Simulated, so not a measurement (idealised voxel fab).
The following is a process module called voxel capacitor over wiring.
Displayed cross-section: cut, width of 280 nm, square cells sized 5 nm.
This document writes a cross-section as a grid whose cells are square, and gives it as bands, listed from the top down; one or more rows of cells form a band.
In this notation a band is specified by the heights of its top and bottom, in that order and in nm, after which its materials appear from left to right, each paired with its width in nm. The word "throughout" attached to a single material means that material fills the band from edge to edge; the word "empty" stands for empty space.
The level at which height equals 0 is the one under which the wafer, as it arrives, is entirely one material. No lower edge exists for the bottom band, which continues downward and is notated as in "z 0 and below".
A two-number width, for instance "30..40", indicates that the width is equal to the first number in the top row of the band and to the second number in the bottom row, and that it changes by a constant amount per row of cells.
"remains unaltered" means the step left every cell of the cross-section as it was.
Closed-off voids of 8+ cells (no open route to the top) go in "Enclosed void inventory", written width x height at distance from the left edge, in nm.
Step line, after settings: the simulator's comment on this step.
Steps that use a mask can have "overlay nm" on their line. It says how far the mask sat to the right of where it was meant to be. Negative means to the left.

The process steps that were planned are listed below:
1 RECEIVE, material Si
2 CONFORMAL_DEP, material SiO2, thk nm 10
3 DIRECTIONAL_DEP, material TiN, thk nm 5
4 DIRECTIONAL_DEP, material W, thk nm 20
5 PATTERN, tone cover, mask id METAL_1, material resist, width nm 20, pitch nm 75, thk nm 15, overlay nm 0
6 DIRECTIONAL_ETCH, etch materials W, depth nm 20
7 DIRECTIONAL_ETCH, etch materials TiN, depth nm 5
8 STRIP, etch materials resist
9 FILL_DEP, material lowk, thk nm 5
10 CMP, height nm 35
11 CONFORMAL_DEP, material SiCN, thk nm 5
12 DIRECTIONAL_DEP, material SiO2, thk nm 20
13 DIRECTIONAL_DEP, material aC, thk nm 15
14 PATTERN, tone open, mask id PLUG_1, material resist, width nm 15, thk nm 35, overlay nm 0
15 DIRECTIONAL_ETCH, etch materials aC, depth nm 15
16 STRIP, etch materials resist
17 DIRECTIONAL_ETCH, etch materials SiO2, depth nm 20
18 DIRECTIONAL_ETCH, etch materials SiCN, depth nm 5
19 STRIP, etch materials aC
20 EPI, material Ru, thk nm 10
21 EPI, material Ru, thk nm 10
22 EPI, material Ru, thk nm 5
23 DIRECTIONAL_DEP, material TiN, thk nm 5
24 DIRECTIONAL_DEP, material SiN, thk nm 5
25 DIRECTIONAL_DEP, material TiN, thk nm 5
26 PATTERN, tone cover, mask id UPPER_PLATE, material resist, width nm 60, thk nm 20, overlay nm 0
27 DIRECTIONAL_ETCH, etch materials TiN, depth nm 5
28 DIRECTIONAL_ETCH, etch materials SiN, depth nm 5
29 STRIP, etch materials resist
30 MASKED_ETCH, tone cover, mask id LOWER_PLATE, width nm 70, etch materials TiN, depth nm 5, overlay nm 0
31 FILL_DEP, material SiO2, thk nm 15
32 CMP, height nm 85
33 MASKED_ETCH, tone open, mask id PLUG_2, width nm 15, etch materials SiO2, depth nm 10, overlay nm 0
34 CONFORMAL_DEP, material TiN, thk nm 5
35 FILL_DEP, material Cu, thk nm 5
36 CMP, height nm 85
37 CONFORMAL_DEP, material SiCN, thk nm 5

Received-state cross-section, reflecting completion of step 1:
  z 0 and below | Si throughout
  Enclosed void inventory: none

Cross-sectional view of the first of the two wafers upon completion of the module, processed in accordance with the plan:
  z 90 to 85 | SiCN throughout
  z 85 to 80 | 105 of SiO2; 5 of TiN; 5 of Cu; 5 of TiN; 160 of SiO2
  z 80 to 70 | 105..95 of SiO2; 15..60 of TiN; 160..125 of SiO2
  z 70 to 65 | 95 of SiO2; 60 of SiN; 125 of SiO2
  z 65 to 60 | 90 of SiO2; 70 of TiN; 120 of SiO2
  z 60 to 40 | 95 of SiO2; 15 of Ru; 170 of SiO2
  z 40 to 35 | 95 of SiCN; 15 of Ru; 170 of SiCN
  z 35 to 15 | 90 of lowk; 20 of W; 55 of lowk; 20 of W; 95 of lowk
  z 15 to 10 | 90 of lowk; 20 of TiN; 55 of lowk; 20 of TiN; 95 of lowk
  z 10 to 0 | SiO2 throughout
  z 0 and below | Si throughout
  Enclosed void inventory: none

Cross-sectional image of the second wafer of the two following completion of the module. Starting state and process plan were the same as for the first wafer; one execution error occurred:
  z 90 to 85 | SiCN throughout
  z 85 to 80 | 105 of SiO2; 5 of TiN; 5 of Cu; 5 of TiN; 160 of SiO2
  z 80 to 75 | 105 of SiO2; 15 of TiN; 160 of SiO2
  z 75 to 70 | 95 of SiO2; 15 of TiN; 30 of SiO2; 15 of TiN; 125 of SiO2
  z 70 to 65 | 95 of SiO2; 15 of SiN; 30 of SiO2; 15 of SiN; 125 of SiO2
  z 65 to 60 | 90 of SiO2; 20 of TiN; 30 of SiO2; 20 of TiN; 120 of SiO2
  z 60 to 50 | 65 of SiO2; 30 of Ru; 45 of SiO2; 70 of Ru; 70 of SiO2
  z 50 to 45 | 65 of SiO2; 30 of Ru; 15 of SiO2; 30 of TiN; 70 of Ru; 70 of SiO2
  z 45 to 40 | 65 of SiO2; 30 of Ru; 15 of SiO2; 30 of SiN; 70 of Ru; 70 of SiO2
  z 40 to 35 | 65 of SiO2; 30 of Ru; 15 of SiCN; 30 of TiN; 70 of Ru; 70 of SiO2
  z 35 to 15 | 90 of lowk; 20 of W; 55 of lowk; 20 of W; 95 of lowk
  z 15 to 10 | 90 of lowk; 20 of TiN; 55 of lowk; 20 of TiN; 95 of lowk
  z 10 to 0 | SiO2 throughout
  z 0 and below | Si throughout
  Enclosed void inventory: none
Here's what went sideways: heads up, step 14 didn't go per plan, it actually ran as PATTERN, tone cover, mask id PLUG_1, material resist, width nm 15, thk nm 35, overlay nm 0
Wafer comparison, final, in cells, second relative to first, materials more or fewer: Ru +85; SiCN -50; SiO2 -35
